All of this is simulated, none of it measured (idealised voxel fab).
process module | voxel lift off
cross-section cut | 285 nm wide | cells 5 nm
A cross-section is a grid of square cells, given in bands from the top down. A band is one or more rows of cells.
Each band's line starts with the height of the band's top and of its bottom, in nm. Then come its materials from left to right, each with its width in nm. One material with "throughout" fills the band from edge to edge. "air" is empty space.
Height 0 is the level under which the wafer as received is all one material. The lowest band goes on downwards, as in "0 down".
A width such as "30 to 40" changes by the same amount from each row of cells to the next, from the band's top row to its bottom row.
"no change" after a step means that no cell of the cross-section changed.
closed voids: empty space of 8 cells or more with no open way to the top, each as width x height at its distance from the left edge, in nm
after a step's settings: what the simulator itself notes on the step
overlay nm, on a step with a mask: how far to the right of its planned place the mask lay; to the left if negative
plan
1 op RECEIVE | material Si
2 op CONFORMAL_DEP | material SiO2 | thk nm 15
3 op PATTERN | tone open | mask id LINES | material resist | width nm 15 | pitch nm 40 | thk nm 15 | overlay nm 0
4 op DIRECTIONAL_DEP | material Ru | thk nm 5
5 op STRIP | etch materials resist
6 op CONFORMAL_DEP | material SiCN | thk nm 10
as received, after step 1
  0 down: Si throughout
  closed voids: none
a wafer at the end: this start, this plan, one mistake
  30 to 25: air 60 | SiCN 165 | air 60
  25 to 20: SiCN throughout
  20 to 15: SiCN 70 | Ru 25 | SiCN 15 | Ru 25 | SiCN 15 | Ru 25 | SiCN 15 | Ru 25 | SiCN 70
  15 to 0: SiO2 throughout
  0 down: Si throughout
  closed voids: none
what went wrong: step 3 ran as: op PATTERN | tone open | mask id LINES | material resist | width nm 25 | pitch nm 40 | thk nm 15 | overlay nm 0
